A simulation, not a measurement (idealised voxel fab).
Proc. module: voxel capacitor over wiring
In the cross-section labelled cut, the width is 215 nm and each square cell is 5 nm.
Cross-section = grid of square cells, listed top down in bands; band = one or more rows.
Band: top and bottom heights (nm) first, top before bottom; then materials from left to right, widths in nm. "all across" marks a sole material filling the band edge to edge. "empty" denotes empty space.
Heights are reckoned from 0. Under this level, the received wafer is all of one material. The bottommost band is open-ended downward, for example "z 0 and below".
A two-number width, for instance "30..40", indicates that the width is equal to the first number in the top row of the band and to the second number in the bottom row, and that it changes by a constant amount per row of cells.
"no alterations made" means the step left every cell of the cross-section as it was.
So "Enclosed void catalog" is basically the list of trapped voids: any empty space of 8 cells or more that can't reach the top through an opening. They're written width x height at distance, the distance being from the left edge, and it's all nm.
Whatever follows a step's settings on its line is a remark the simulator itself makes about that step.
overlay nm: for a step with a mask, the amount by which the mask lay right of where it was planned; a negative amount means left of it.

Process steps foreseen in the plan:
1 RECEIVE, material Si
2 CONFORMAL_DEP, material SiO2, thk nm 10
3 CONFORMAL_DEP, material SiN, thk nm 5
4 DIRECTIONAL_DEP, material lowk, thk nm 15
5 MASKED_ETCH, tone open, mask id METAL_1, width nm 30, pitch nm 100, etch materials lowk, depth nm 15, overlay nm 0
6 MASKED_ETCH, tone open, mask id METAL_1, width nm 30, pitch nm 100, etch materials SiN, depth nm 5, overlay nm 0
7 CONFORMAL_DEP, material TiN, thk nm 5
8 FILL_DEP, material Cu, thk nm 10
9 CMP, height nm 30
10 CONFORMAL_DEP, material SiCN, thk nm 5
11 DIRECTIONAL_DEP, material SiO2, thk nm 15
12 DIRECTIONAL_DEP, material aC, thk nm 15
13 PATTERN, tone open, mask id PLUG_1, material resist, width nm 15, thk nm 30, overlay nm 0
14 DIRECTIONAL_ETCH, etch materials aC, depth nm 15
15 STRIP, etch materials resist
16 DIRECTIONAL_ETCH, etch materials SiO2, depth nm 15
17 DIRECTIONAL_ETCH, etch materials SiCN, depth nm 5
18 STRIP, etch materials aC
19 CONFORMAL_DEP, material TiN, thk nm 5
20 FILL_DEP, material Cu, thk nm 5
21 CMP, height nm 50
22 DIRECTIONAL_DEP, material TiN, thk nm 10
23 DIRECTIONAL_DEP, material HfO2, thk nm 5
24 DIRECTIONAL_DEP, material TiN, thk nm 5
25 DIRECTIONAL_DEP, material aC, thk nm 10
26 PATTERN, tone cover, mask id UPPER_PLATE, material resist, width nm 75, thk nm 30, overlay nm 0
27 DIRECTIONAL_ETCH, etch materials aC, depth nm 10
28 STRIP, etch materials resist
29 DIRECTIONAL_ETCH, etch materials TiN, depth nm 5
30 DIRECTIONAL_ETCH, etch materials HfO2, depth nm 5
31 STRIP, etch materials aC
32 DIRECTIONAL_DEP, material aC, thk nm 10
33 PATTERN, tone cover, mask id LOWER_PLATE, material resist, width nm 85, thk nm 25, overlay nm 0
34 DIRECTIONAL_ETCH, etch materials aC, depth nm 10
35 STRIP, etch materials resist
36 DIRECTIONAL_ETCH, etch materials TiN, depth nm 10
37 STRIP, etch materials aC
38 FILL_DEP, material SiO2, thk nm 15
39 CMP, height nm 80
40 PATTERN, tone open, mask id PLUG_2, material resist, width nm 15, thk nm 15, overlay nm 0
41 DIRECTIONAL_ETCH, etch materials SiO2, depth nm 10
42 STRIP, etch materials resist
43 CONFORMAL_DEP, material TiN, thk nm 5
44 FILL_DEP, material W, thk nm 10
45 CMP, height nm 80
46 CONFORMAL_DEP, material SiCN, thk nm 5

Incoming wafer in cross-section (state: after step 1):
- z 0 and below = Si all across
- Enclosed void catalog: none

Final wafer profile in cross-section after the module, from the same start and plan as above, with one mistake made during processing:
- z 85 to 80 = SiCN all across
- z 80 to 75 = 65 nm SiO2, 5 nm TiN, 5 nm W, 5 nm TiN, 135 nm SiO2
- z 75 to 70 = 65 nm SiO2, 15 nm TiN, 135 nm SiO2
- z 70 to 65 = SiO2 all across
- z 65 to 60 = 55 nm SiO2, 75 nm TiN, 85 nm SiO2
- z 60 to 50 = 50 nm SiO2, 85 nm TiN, 80 nm SiO2
- z 50 to 35 = 55 nm SiO2, 5 nm TiN, 5 nm Cu, 5 nm TiN, 145 nm SiO2
- z 35 to 30 = 55 nm SiCN, 15 nm TiN, 145 nm SiCN
- z 30 to 15 = 40 nm lowk, 5 nm TiN, 20 nm Cu, 5 nm TiN, 70 nm lowk, 5 nm TiN, 20 nm Cu, 5 nm TiN, 45 nm lowk
- z 15 to 10 = 40 nm SiN, 30 nm TiN, 70 nm SiN, 30 nm TiN, 45 nm SiN
- z 10 to 0 = SiO2 all across
- z 0 and below = Si all across
- Enclosed void catalog: none
The mistake made against the process plan was this: not run: step 23 of the plan (skipped)
